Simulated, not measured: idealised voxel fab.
process module | voxel capacitor over wiring
cross-section cut | 270 nm wide | cells 5 nm
A cross-section is a grid of square cells, given in bands from the top down. A band is one or more rows of cells.
Each band's line starts with the height of the band's top and of its bottom, in nm. Then come its materials from left to right, each with its width in nm. One material with "throughout" fills the band from edge to edge. "air" is empty space.
Height 0 is the level under which the wafer as received is all one material. The lowest band goes on downwards, as in "0 down".
A width such as "30 to 40" changes by the same amount from each row of cells to the next, from the band's top row to its bottom row.
"no change" after a step means that no cell of the cross-section changed.
closed voids: empty space of 8 cells or more with no open way to the top, each as width x height at its distance from the left edge, in nm
after a step's settings: what the simulator itself notes on the step
overlay nm, on a step with a mask: how far to the right of its planned place the mask lay; to the left if negative
plan
1 op RECEIVE | material Si
2 op CONFORMAL_DEP | material SiO2 | thk nm 15
3 op CONFORMAL_DEP | material SiN | thk nm 5
4 op DIRECTIONAL_DEP | material lowk | thk nm 15
5 op PATTERN | tone open | mask id METAL_1 | material resist | width nm 25 | pitch nm 85 | thk nm 15 | overlay nm 0
6 op DIRECTIONAL_ETCH | etch materials lowk | depth nm 15
7 op DIRECTIONAL_ETCH | etch materials SiN | depth nm 5
8 op STRIP | etch materials resist
9 op CONFORMAL_DEP | material TiN | thk nm 5
10 op FILL_DEP | material Cu | thk nm 10
11 op CMP | height nm 35
12 op CONFORMAL_DEP | material SiCN | thk nm 5
13 op DIRECTIONAL_DEP | material lowk | thk nm 20
14 op PATTERN | tone open | mask id PLUG_1 | material resist | width nm 15 | thk nm 15 | overlay nm 0
15 op DIRECTIONAL_ETCH | etch materials lowk | depth nm 20
16 op DIRECTIONAL_ETCH | etch materials SiCN | depth nm 5
17 op STRIP | etch materials resist
18 op EPI | material Ru | thk nm 10
19 op EPI | material Ru | thk nm 10
20 op EPI | material Ru | thk nm 5
21 op DIRECTIONAL_DEP | material TiN | thk nm 5
22 op DIRECTIONAL_DEP | material HfO2 | thk nm 5
23 op DIRECTIONAL_DEP | material TiN | thk nm 10
24 op DIRECTIONAL_DEP | material aC | thk nm 10
25 op PATTERN | tone cover | mask id UPPER_PLATE | material resist | width nm 65 | thk nm 30 | overlay nm 0
26 op DIRECTIONAL_ETCH | etch materials aC | depth nm 10
27 op STRIP | etch materials resist
28 op DIRECTIONAL_ETCH | etch materials TiN | depth nm 10
29 op DIRECTIONAL_ETCH | etch materials HfO2 | depth nm 5
30 op STRIP | etch materials aC
31 op DIRECTIONAL_DEP | material aC | thk nm 15
32 op PATTERN | tone cover | mask id LOWER_PLATE | material resist | width nm 75 | thk nm 35 | overlay nm 0
33 op DIRECTIONAL_ETCH | etch materials aC | depth nm 15
34 op STRIP | etch materials resist
35 op DIRECTIONAL_ETCH | etch materials TiN | depth nm 5
36 op STRIP | etch materials aC
37 op FILL_DEP | material SiO2 | thk nm 20
38 op CMP | height nm 95
39 op DIRECTIONAL_DEP | material aC | thk nm 10
40 op PATTERN | tone open | mask id PLUG_2 | material resist | width nm 15 | thk nm 25 | overlay nm 0
41 op DIRECTIONAL_ETCH | etch materials aC | depth nm 10
42 op STRIP | etch materials resist
43 op DIRECTIONAL_ETCH | etch materials SiO2 | depth nm 15
44 op STRIP | etch materials aC
45 op CONFORMAL_DEP | material TiN | thk nm 5
46 op FILL_DEP | material Cu | thk nm 5
47 op CMP | height nm 95
48 op CONFORMAL_DEP | material SiCN | thk nm 5
first wafer, as planned
as received, after step 1
  0 down: Si throughout
  closed voids: none
after step 2
  15 to 0: SiO2 throughout
  below 0: unchanged
after step 3
  20 to 15: SiN throughout
  below 15: unchanged
after step 4
  35 to 20: lowk throughout
  below 20: unchanged
after step 5
  50 to 35: resist 80 | air 25 | resist 60 | air 25 | resist 80
  below 35: unchanged
after step 6
  50 to 35: resist 80 | air 25 | resist 60 | air 25 | resist 80
  35 to 20: lowk 80 | air 25 | lowk 60 | air 25 | lowk 80
  below 20: unchanged
after step 7
  50 to 35: resist 80 | air 25 | resist 60 | air 25 | resist 80
  35 to 20: lowk 80 | air 25 | lowk 60 | air 25 | lowk 80
  20 to 15: SiN 80 | air 25 | SiN 60 | air 25 | SiN 80
  below 15: unchanged
after step 8
  35 to 20: lowk 80 | air 25 | lowk 60 | air 25 | lowk 80
  below 20: unchanged
after step 9
  40 to 35: TiN 85 | air 15 | TiN 70 | air 15 | TiN 85
  35 to 20: lowk 80 | TiN 5 | air 15 | TiN 5 | lowk 60 | TiN 5 | air 15 | TiN 5 | lowk 80
  20 to 15: SiN 80 | TiN 25 | SiN 60 | TiN 25 | SiN 80
  below 15: unchanged
after step 10
  50 to 40: Cu throughout
  40 to 35: TiN 85 | Cu 15 | TiN 70 | Cu 15 | TiN 85
  35 to 20: lowk 80 | TiN 5 | Cu 15 | TiN 5 | lowk 60 | TiN 5 | Cu 15 | TiN 5 | lowk 80
  below 20: unchanged
after step 11
  35 to 20: lowk 80 | TiN 5 | Cu 15 | TiN 5 | lowk 60 | TiN 5 | Cu 15 | TiN 5 | lowk 80
  below 20: unchanged
after step 12
  40 to 35: SiCN throughout
  below 35: unchanged
after step 13
  60 to 40: lowk throughout
  below 40: unchanged
after step 14
  75 to 60: resist 90 | air 15 | resist 165
  below 60: unchanged
after step 15
  75 to 60: resist 90 | air 15 | resist 165
  60 to 40: lowk 90 | air 15 | lowk 165
  below 40: unchanged
after step 16
  75 to 60: resist 90 | air 15 | resist 165
  60 to 40: lowk 90 | air 15 | lowk 165
  40 to 35: SiCN 90 | air 15 | SiCN 165
  below 35: unchanged
after step 17
  60 to 40: lowk 90 | air 15 | lowk 165
  below 40: unchanged
after step 18
  60 to 45: lowk 90 | air 15 | lowk 165
  45 to 40: lowk 90 | Ru 15 | lowk 165
  40 to 35: SiCN 90 | Ru 15 | SiCN 165
  below 35: unchanged
after step 19
  60 to 55: lowk 90 | air 15 | lowk 165
  55 to 40: lowk 90 | Ru 15 | lowk 165
  below 40: unchanged
after step 20
  60 to 40: lowk 90 | Ru 15 | lowk 165
  below 40: unchanged
after step 21
  65 to 60: TiN throughout
  below 60: unchanged
after step 22
  70 to 65: HfO2 throughout
  below 65: unchanged
after step 23
  80 to 70: TiN throughout
  below 70: unchanged
after step 24
  90 to 80: aC throughout
  below 80: unchanged
after step 25
  120 to 90: air 90 | resist 65 | air 115
  below 90: unchanged
after step 26
  110 to 90: air 90 | resist 65 | air 115
  90 to 80: air 90 | aC 65 | air 115
  below 80: unchanged
after step 27
  90 to 80: air 90 | aC 65 | air 115
  below 80: unchanged
after step 28
  90 to 80: air 90 | aC 65 | air 115
  80 to 70: air 90 | TiN 65 | air 115
  below 70: unchanged
after step 29
  90 to 80: air 90 | aC 65 | air 115
  80 to 70: air 90 | TiN 65 | air 115
  70 to 65: air 90 | HfO2 65 | air 115
  below 65: unchanged
after step 30
  80 to 70: air 90 | TiN 65 | air 115
  below 70: unchanged
after step 31
  95 to 80: air 90 | aC 65 | air 115
  80 to 70: aC 90 | TiN 65 | aC 115
  70 to 65: aC 90 | HfO2 65 | aC 115
  below 65: unchanged
after step 32
  130 to 95: air 85 | resist 75 | air 110
  95 to 80: air 85 | resist 5 | aC 65 | resist 5 | air 110
  below 80: unchanged
after step 33
  115 to 95: air 85 | resist 75 | air 110
  95 to 80: air 85 | resist 5 | aC 65 | resist 5 | air 110
  80 to 70: air 85 | aC 5 | TiN 65 | aC 5 | air 110
  70 to 65: air 85 | aC 5 | HfO2 65 | aC 5 | air 110
  below 65: unchanged
after step 34
  95 to 80: air 90 | aC 65 | air 115
  below 80: unchanged
after step 35
  95 to 80: air 90 | aC 65 | air 115
  80 to 70: air 85 | aC 5 | TiN 65 | aC 5 | air 110
  70 to 65: air 85 | aC 5 | HfO2 65 | aC 5 | air 110
  65 to 60: air 85 | TiN 75 | air 110
  below 60: unchanged
after step 36
  80 to 70: air 90 | TiN 65 | air 115
  70 to 65: air 90 | HfO2 65 | air 115
  below 65: unchanged
after step 37
  100 to 80: SiO2 throughout
  80 to 70: SiO2 90 | TiN 65 | SiO2 115
  70 to 65: SiO2 90 | HfO2 65 | SiO2 115
  65 to 60: SiO2 85 | TiN 75 | SiO2 110
  below 60: unchanged
after step 38
  95 to 80: SiO2 throughout
  below 80: unchanged
after step 39
  105 to 95: aC throughout
  below 95: unchanged
after step 40
  130 to 105: resist 100 | air 15 | resist 155
  below 105: unchanged
after step 41
  120 to 105: resist 100 | air 15 | resist 155
  105 to 95: aC 100 | air 15 | aC 155
  below 95: unchanged
after step 42
  105 to 95: aC 100 | air 15 | aC 155
  below 95: unchanged
after step 43
  105 to 95: aC 100 | air 15 | aC 155
  95 to 80: SiO2 100 | air 15 | SiO2 155
  below 80: unchanged
after step 44
  95 to 80: SiO2 100 | air 15 | SiO2 155
  below 80: unchanged
after step 45
  100 to 95: TiN 105 | air 5 | TiN 160
  95 to 85: SiO2 100 | TiN 5 | air 5 | TiN 5 | SiO2 155
  85 to 80: SiO2 100 | TiN 15 | SiO2 155
  below 80: unchanged
after step 46
  105 to 100: Cu throughout
  100 to 95: TiN 105 | Cu 5 | TiN 160
  95 to 85: SiO2 100 | TiN 5 | Cu 5 | TiN 5 | SiO2 155
  below 85: unchanged
after step 47
  95 to 85: SiO2 100 | TiN 5 | Cu 5 | TiN 5 | SiO2 155
  below 85: unchanged
after step 48
  100 to 95: SiCN throughout
  below 95: unchanged
second wafer: like start, like plan, one mistake. Through step 4 it matches the first wafer
when step 5 should have ended
  50 to 35: resist 70 | air 25 | resist 60 | air 25 | resist 90
  below 35: unchanged
when step 6 should have ended
  50 to 35: resist 70 | air 25 | resist 60 | air 25 | resist 90
  35 to 20: lowk 70 | air 25 | lowk 60 | air 25 | lowk 90
  below 20: unchanged
when step 7 should have ended
  50 to 35: resist 70 | air 25 | resist 60 | air 25 | resist 90
  35 to 20: lowk 70 | air 25 | lowk 60 | air 25 | lowk 90
  20 to 15: SiN 70 | air 25 | SiN 60 | air 25 | SiN 90
  below 15: unchanged
when step 8 should have ended
  35 to 20: lowk 70 | air 25 | lowk 60 | air 25 | lowk 90
  below 20: unchanged
when step 9 should have ended
  40 to 35: TiN 75 | air 15 | TiN 70 | air 15 | TiN 95
  35 to 20: lowk 70 | TiN 5 | air 15 | TiN 5 | lowk 60 | TiN 5 | air 15 | TiN 5 | lowk 90
  20 to 15: SiN 70 | TiN 25 | SiN 60 | TiN 25 | SiN 90
  below 15: unchanged
when step 10 should have ended
  50 to 40: Cu throughout
  40 to 35: TiN 75 | Cu 15 | TiN 70 | Cu 15 | TiN 95
  35 to 20: lowk 70 | TiN 5 | Cu 15 | TiN 5 | lowk 60 | TiN 5 | Cu 15 | TiN 5 | lowk 90
  below 20: unchanged
when step 11 should have ended
  35 to 20: lowk 70 | TiN 5 | Cu 15 | TiN 5 | lowk 60 | TiN 5 | Cu 15 | TiN 5 | lowk 90
  below 20: unchanged
when step 12 should have ended
  40 to 35: SiCN throughout
  below 35: unchanged
when step 13 should have ended
  60 to 40: lowk throughout
  below 40: unchanged
when step 14 should have ended
  75 to 60: resist 90 | air 15 | resist 165
  below 60: unchanged
when step 15 should have ended
  75 to 60: resist 90 | air 15 | resist 165
  60 to 40: lowk 90 | air 15 | lowk 165
  below 40: unchanged
when step 16 should have ended
  75 to 60: resist 90 | air 15 | resist 165
  60 to 40: lowk 90 | air 15 | lowk 165
  40 to 35: SiCN 90 | air 15 | SiCN 165
  below 35: unchanged
when step 17 should have ended
  60 to 40: lowk 90 | air 15 | lowk 165
  below 40: unchanged
when step 18 should have ended
  60 to 45: lowk 90 | air 15 | lowk 165
  45 to 40: lowk 90 | Ru 15 | lowk 165
  40 to 35: SiCN 90 | Ru 15 | SiCN 165
  below 35: unchanged
when step 19 should have ended
  60 to 55: lowk 90 | air 15 | lowk 165
  55 to 40: lowk 90 | Ru 15 | lowk 165
  below 40: unchanged
when step 20 should have ended
  60 to 40: lowk 90 | Ru 15 | lowk 165
  below 40: unchanged
when step 21 should have ended
  65 to 60: TiN throughout
  below 60: unchanged
when step 22 should have ended
  70 to 65: HfO2 throughout
  below 65: unchanged
when step 23 should have ended
  80 to 70: TiN throughout
  below 70: unchanged
when step 24 should have ended
  90 to 80: aC throughout
  below 80: unchanged
when step 25 should have ended
  120 to 90: air 90 | resist 65 | air 115
  below 90: unchanged
when step 26 should have ended
  110 to 90: air 90 | resist 65 | air 115
  90 to 80: air 90 | aC 65 | air 115
  below 80: unchanged
when step 27 should have ended
  90 to 80: air 90 | aC 65 | air 115
  below 80: unchanged
when step 28 should have ended
  90 to 80: air 90 | aC 65 | air 115
  80 to 70: air 90 | TiN 65 | air 115
  below 70: unchanged
when step 29 should have ended
  90 to 80: air 90 | aC 65 | air 115
  80 to 70: air 90 | TiN 65 | air 115
  70 to 65: air 90 | HfO2 65 | air 115
  below 65: unchanged
when step 30 should have ended
  80 to 70: air 90 | TiN 65 | air 115
  below 70: unchanged
when step 31 should have ended
  95 to 80: air 90 | aC 65 | air 115
  80 to 70: aC 90 | TiN 65 | aC 115
  70 to 65: aC 90 | HfO2 65 | aC 115
  below 65: unchanged
when step 32 should have ended
  130 to 95: air 85 | resist 75 | air 110
  95 to 80: air 85 | resist 5 | aC 65 | resist 5 | air 110
  below 80: unchanged
when step 33 should have ended
  115 to 95: air 85 | resist 75 | air 110
  95 to 80: air 85 | resist 5 | aC 65 | resist 5 | air 110
  80 to 70: air 85 | aC 5 | TiN 65 | aC 5 | air 110
  70 to 65: air 85 | aC 5 | HfO2 65 | aC 5 | air 110
  below 65: unchanged
when step 34 should have ended
  95 to 80: air 90 | aC 65 | air 115
  below 80: unchanged
when step 35 should have ended
  95 to 80: air 90 | aC 65 | air 115
  80 to 70: air 85 | aC 5 | TiN 65 | aC 5 | air 110
  70 to 65: air 85 | aC 5 | HfO2 65 | aC 5 | air 110
  65 to 60: air 85 | TiN 75 | air 110
  below 60: unchanged
when step 36 should have ended
  80 to 70: air 90 | TiN 65 | air 115
  70 to 65: air 90 | HfO2 65 | air 115
  below 65: unchanged
when step 37 should have ended
  100 to 80: SiO2 throughout
  80 to 70: SiO2 90 | TiN 65 | SiO2 115
  70 to 65: SiO2 90 | HfO2 65 | SiO2 115
  65 to 60: SiO2 85 | TiN 75 | SiO2 110
  below 60: unchanged
when step 38 should have ended
  95 to 80: SiO2 throughout
  below 80: unchanged
when step 39 should have ended
  105 to 95: aC throughout
  below 95: unchanged
when step 40 should have ended
  130 to 105: resist 100 | air 15 | resist 155
  below 105: unchanged
when step 41 should have ended
  120 to 105: resist 100 | air 15 | resist 155
  105 to 95: aC 100 | air 15 | aC 155
  below 95: unchanged
when step 42 should have ended
  105 to 95: aC 100 | air 15 | aC 155
  below 95: unchanged
when step 43 should have ended
  105 to 95: aC 100 | air 15 | aC 155
  95 to 80: SiO2 100 | air 15 | SiO2 155
  below 80: unchanged
when step 44 should have ended
  95 to 80: SiO2 100 | air 15 | SiO2 155
  below 80: unchanged
when step 45 should have ended
  100 to 95: TiN 105 | air 5 | TiN 160
  95 to 85: SiO2 100 | TiN 5 | air 5 | TiN 5 | SiO2 155
  85 to 80: SiO2 100 | TiN 15 | SiO2 155
  below 80: unchanged
when step 46 should have ended
  105 to 100: Cu throughout
  100 to 95: TiN 105 | Cu 5 | TiN 160
  95 to 85: SiO2 100 | TiN 5 | Cu 5 | TiN 5 | SiO2 155
  below 85: unchanged
when step 47 should have ended
  95 to 85: SiO2 100 | TiN 5 | Cu 5 | TiN 5 | SiO2 155
  below 85: unchanged
when step 48 should have ended
  100 to 95: SiCN throughout
  below 95: unchanged
what went wrong: step 5 ran as: op PATTERN | tone open | mask id METAL_1 | material resist | width nm 25 | pitch nm 85 | thk nm 15 | overlay nm -10
at the end the second wafer has, in cells: as many of each material as the first, in other places
